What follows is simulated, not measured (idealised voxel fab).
process module | voxel capacitor over wiring
cross-section cut | 245 nm wide | cells 5 nm
A cross-section is a grid of square cells, given in bands from the top down. A band is one or more rows of cells.
Each band's line starts with the height of the band's top and of its bottom, in nm. Then come its materials from left to right, each with its width in nm. One material with "throughout" fills the band from edge to edge. "air" is empty space.
Height 0 is the level under which the wafer as received is all one material. The lowest band goes on downwards, as in "0 down".
A width such as "30 to 40" changes by the same amount from each row of cells to the next, from the band's top row to its bottom row.
"no change" after a step means that no cell of the cross-section changed.
closed voids: empty space of 8 cells or more with no open way to the top, each as width x height at its distance from the left edge, in nm
after a step's settings: what the simulator itself notes on the step
overlay nm, on a step with a mask: how far to the right of its planned place the mask lay; to the left if negative
plan
1 op RECEIVE | material Si
2 op CONFORMAL_DEP | material SiO2 | thk nm 15
3 op CONFORMAL_DEP | material SiN | thk nm 5
4 op DIRECTIONAL_DEP | material SiO2 | thk nm 25
5 op DIRECTIONAL_DEP | material aC | thk nm 10
6 op PATTERN | tone open | mask id METAL_1 | material resist | width nm 30 | pitch nm 95 | thk nm 30 | overlay nm 0
7 op DIRECTIONAL_ETCH | etch materials aC | depth nm 10
8 op STRIP | etch materials resist
9 op DIRECTIONAL_ETCH | etch materials SiO2 | depth nm 25
10 op DIRECTIONAL_ETCH | etch materials SiN | depth nm 5
11 op STRIP | etch materials aC
12 op CONFORMAL_DEP | material TiN | thk nm 5
13 op FILL_DEP | material Cu | thk nm 10
14 op CMP | height nm 45
15 op CONFORMAL_DEP | material SiCN | thk nm 5
16 op DIRECTIONAL_DEP | material SiO2 | thk nm 15
17 op PATTERN | tone open | mask id PLUG_1 | material resist | width nm 15 | thk nm 20 | overlay nm 0
18 op DIRECTIONAL_ETCH | etch materials SiO2 | depth nm 15
19 op DIRECTIONAL_ETCH | etch materials SiCN | depth nm 5
20 op STRIP | etch materials resist
21 op CONFORMAL_DEP | material TiN | thk nm 5
22 op FILL_DEP | material Cu | thk nm 10
23 op CMP | height nm 65
24 op DIRECTIONAL_DEP | material TiN | thk nm 10
25 op DIRECTIONAL_DEP | material HfO2 | thk nm 5
26 op DIRECTIONAL_DEP | material TiN | thk nm 5
27 op PATTERN | tone cover | mask id UPPER_PLATE | material resist | width nm 70 | thk nm 15 | overlay nm 0
28 op DIRECTIONAL_ETCH | etch materials TiN | depth nm 5
29 op DIRECTIONAL_ETCH | etch materials HfO2 | depth nm 5
30 op STRIP | etch materials resist
31 op DIRECTIONAL_DEP | material aC | thk nm 10
32 op PATTERN | tone cover | mask id LOWER_PLATE | material resist | width nm 80 | thk nm 30 | overlay nm 0
33 op DIRECTIONAL_ETCH | etch materials aC | depth nm 10
34 op STRIP | etch materials resist
35 op DIRECTIONAL_ETCH | etch materials TiN | depth nm 10
36 op STRIP | etch materials aC
37 op FILL_DEP | material SiO2 | thk nm 15
38 op CMP | height nm 95
39 op DIRECTIONAL_DEP | material aC | thk nm 15
40 op PATTERN | tone open | mask id PLUG_2 | material resist | width nm 15 | thk nm 35 | overlay nm 0
41 op DIRECTIONAL_ETCH | etch materials aC | depth nm 5
42 op STRIP | etch materials resist
43 op DIRECTIONAL_ETCH | etch materials SiO2 | depth nm 10
44 op STRIP | etch materials aC
45 op CONFORMAL_DEP | material TiN | thk nm 5
46 op FILL_DEP | material W | thk nm 10
47 op CMP | height nm 95
48 op CONFORMAL_DEP | material SiN | thk nm 5
varied across the wafers: depth nm of step 41. The plan shows the first wafer's value. All wafers start alike
first wafer as received, after step 1
  0 down: Si throughout
  closed voids: none
first wafer at the end, after step 48
  100 to 95: SiN throughout
  95 to 85: SiO2 throughout
  85 to 80: SiO2 75 | TiN 70 | SiO2 100
  80 to 75: SiO2 75 | HfO2 70 | SiO2 100
  75 to 65: SiO2 70 | TiN 80 | SiO2 95
  65 to 50: SiO2 75 | TiN 5 | Cu 5 | TiN 5 | SiO2 155
  50 to 45: SiCN 75 | TiN 15 | SiCN 155
  45 to 20: SiO2 60 | TiN 5 | Cu 20 | TiN 5 | SiO2 65 | TiN 5 | Cu 20 | TiN 5 | SiO2 60
  20 to 15: SiN 60 | TiN 30 | SiN 65 | TiN 30 | SiN 60
  15 to 0: SiO2 throughout
  0 down: Si throughout
  closed voids: none
last wafer at the end
  100 to 95: SiN throughout
  95 to 90: SiO2 85 | TiN 5 | W 5 | TiN 5 | SiO2 145
  90 to 80: SiO2 85 to 75 | TiN 15 to 70 | SiO2 145 to 100
  80 to 75: SiO2 75 | HfO2 70 | SiO2 100
  75 to 65: SiO2 70 | TiN 80 | SiO2 95
  65 to 50: SiO2 75 | TiN 5 | Cu 5 | TiN 5 | SiO2 155
  50 to 45: SiCN 75 | TiN 15 | SiCN 155
  45 to 20: SiO2 60 | TiN 5 | Cu 20 | TiN 5 | SiO2 65 | TiN 5 | Cu 20 | TiN 5 | SiO2 60
  20 to 15: SiN 60 | TiN 30 | SiN 65 | TiN 30 | SiN 60
  15 to 0: SiO2 throughout
  0 down: Si throughout
  closed voids: none
each wafer at the end: cells of each material gained (+) or lost (-) since it was received, then its closed voids
depth nm 5 | +43 Cu | +14 HfO2 | +46 SiCN | +86 SiN | +704 SiO2 | +87 TiN | closed voids: none
depth nm 10 | +43 Cu | +14 HfO2 | +46 SiCN | +86 SiN | +704 SiO2 | +87 TiN | closed voids: none
depth nm 15 | +43 Cu | +14 HfO2 | +46 SiCN | +86 SiN | +698 SiO2 | +92 TiN | +1 W | closed voids: none
depth nm 20 | +43 Cu | +14 HfO2 | +46 SiCN | +86 SiN | +698 SiO2 | +92 TiN | +1 W | closed voids: none
depth nm 25 | +43 Cu | +14 HfO2 | +46 SiCN | +86 SiN | +698 SiO2 | +92 TiN | +1 W | closed voids: none
depth nm 30 | +43 Cu | +14 HfO2 | +46 SiCN | +86 SiN | +698 SiO2 | +92 TiN | +1 W | closed voids: none
